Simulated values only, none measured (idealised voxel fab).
Presented below is a process module, voxel capacitor over wiring.
Cross-section cut: width 190 nm, square cells of 5 nm.
In what follows, cross-sections appear as grids of square cells, described through bands that run from the top down, where every band is one or more rows of cells. Heights first: top, then bottom, in nm. Then materials, left to right, each with a width in nm. "all across" on a single material: fills the band edge to edge. "air": empty space. Below 0: as-received wafer, all one material; heights counted from there. Lowest band: no bottom, goes on down, written "0..down". Width "30 to 40": first value at the band's top row of cells, second value at its bottom row, equal change from row to row. Where a step carries "identical to before", the cross-section came out of it unchanged, cell for cell. Listed in "Voids, fully enclosed": every empty space of 8 or more cells without an open way to the top. Form: width x height at distance, the distance being from the left edge, all in nm. If you see something after the settings on a step's line, that's the simulator's own remark about that step. "overlay nm" denotes, for a step that has a mask, the displacement of the mask to the right of its planned place, with negative values corresponding to the left.

PLAN
1. RECEIVE with material Si
2. CONFORMAL_DEP with material SiO2, thk nm 15
3. DIRECTIONAL_DEP with material TiN, thk nm 5
4. DIRECTIONAL_DEP with material Ru, thk nm 15
5. PATTERN with tone cover, mask id METAL_1, material resist, width nm 30, pitch nm 95, thk nm 20, overlay nm 0
6. DIRECTIONAL_ETCH with etch materials Ru, depth nm 15
7. DIRECTIONAL_ETCH with etch materials TiN, depth nm 5
8. STRIP with etch materials resist
9. FILL_DEP with material lowk, thk nm 5
10. CMP with height nm 35
11. CONFORMAL_DEP with material SiCN, thk nm 5
12. DIRECTIONAL_DEP with material SiO2, thk nm 20
13. DIRECTIONAL_DEP with material aC, thk nm 10
14. PATTERN with tone open, mask id PLUG_1, material resist, width nm 15, thk nm 25, overlay nm 0
15. DIRECTIONAL_ETCH with etch materials aC, depth nm 10
16. STRIP with etch materials resist
17. DIRECTIONAL_ETCH with etch materials SiO2, depth nm 20
18. DIRECTIONAL_ETCH with etch materials SiCN, depth nm 5
19. STRIP with etch materials aC
20. EPI with material Ru, thk nm 10
21. EPI with material Ru, thk nm 10
22. EPI with material Ru, thk nm 5
23. DIRECTIONAL_DEP with material TiN, thk nm 5
24. DIRECTIONAL_DEP with material Al2O3, thk nm 5
25. DIRECTIONAL_DEP with material TiN, thk nm 10
26. DIRECTIONAL_DEP with material aC, thk nm 10
27. PATTERN with tone cover, mask id UPPER_PLATE, material resist, width nm 70, thk nm 25, overlay nm 0
28. DIRECTIONAL_ETCH with etch materials aC, depth nm 10
29. STRIP with etch materials resist
30. DIRECTIONAL_ETCH with etch materials TiN, depth nm 10
31. DIRECTIONAL_ETCH with etch materials Al2O3, depth nm 5
32. STRIP with etch materials aC
33. DIRECTIONAL_DEP with material aC, thk nm 15
34. PATTERN with tone cover, mask id LOWER_PLATE, material resist, width nm 80, thk nm 35, overlay nm 0
35. DIRECTIONAL_ETCH with etch materials aC, depth nm 15
36. STRIP with etch materials resist
37. DIRECTIONAL_ETCH with etch materials TiN, depth nm 5
38. STRIP with etch materials aC
39. FILL_DEP with material SiO2, thk nm 15
40. CMP with height nm 90
41. MASKED_ETCH with tone open, mask id PLUG_2, width nm 15, etch materials SiO2, depth nm 10, overlay nm 0
42. CONFORMAL_DEP with material TiN, thk nm 5
43. FILL_DEP with material W, thk nm 10
44. CMP with height nm 90
45. CONFORMAL_DEP with material SiCN, thk nm 5

CROSS-SECTION: WAFER ON ARRIVAL = AFTER STEP 1
    0..down = Si all across
    Voids, fully enclosed: none

FIRST OF TWO WAFERS: CROSS-SECTION AT END OF MODULE, RUN PER PLAN
    95..90 = SiCN all across
    90..85 = SiO2: 55; TiN: 5; W: 5; TiN: 5; SiO2: 120
    85..80 = SiO2: 55; TiN: 15; SiO2: 120
    80..70 = SiO2: 45; TiN: 70; SiO2: 75
    70..65 = SiO2: 45; Al2O3: 70; SiO2: 75
    65..60 = SiO2: 40; TiN: 80; SiO2: 70
    60..40 = SiO2: 45; Ru: 15; SiO2: 130
    40..35 = SiCN: 45; Ru: 15; SiCN: 130
    35..20 = lowk: 30; Ru: 30; lowk: 65; Ru: 30; lowk: 35
    20..15 = lowk: 30; TiN: 30; lowk: 65; TiN: 30; lowk: 35
    15..0 = SiO2 all across
    0..down = Si all across
    Voids, fully enclosed: none

THIS IS THE SECOND OF THE TWO WAFERS, CROSS-SECTIONED AT THE END OF THE MODULE; IT STARTED EXACTLY LIKE THE FIRST AND WAS GIVEN THE SAME PLAN, BUT IT WAS RUN WITH ONE MISTAKE
    95..90 = SiCN all across
    90..85 = SiO2: 55; TiN: 15; SiO2: 120
    85..80 = SiO2: 45; TiN: 5; SiO2: 5; TiN: 60; SiO2: 75
    80..75 = SiO2: 45; TiN: 70; SiO2: 75
    75..70 = SiO2: 45; Al2O3: 5; TiN: 5; Al2O3: 60; SiO2: 75
    70..65 = Ru: 50; Al2O3: 5; Ru: 135
    65..60 = TiN: 45; Ru: 15; TiN: 130
    60..55 = SiO2: 45; TiN: 15; SiO2: 130
    55..40 = SiO2: 45; Ru: 15; SiO2: 130
    40..35 = SiCN: 45; Ru: 15; SiCN: 130
    35..20 = lowk: 30; Ru: 30; lowk: 65; Ru: 30; lowk: 35
    20..15 = lowk: 30; TiN: 30; lowk: 65; TiN: 30; lowk: 35
    15..0 = SiO2 all across
    0..down = Si all across
    Voids, fully enclosed: none
Where did the run depart from the plan? sequence error: steps 22 and 23 interchanged
The final cell counts differ between the wafers, with the second having more or fewer of some materials than the first: +37 Ru | -56 SiO2 | +20 TiN | -1 W
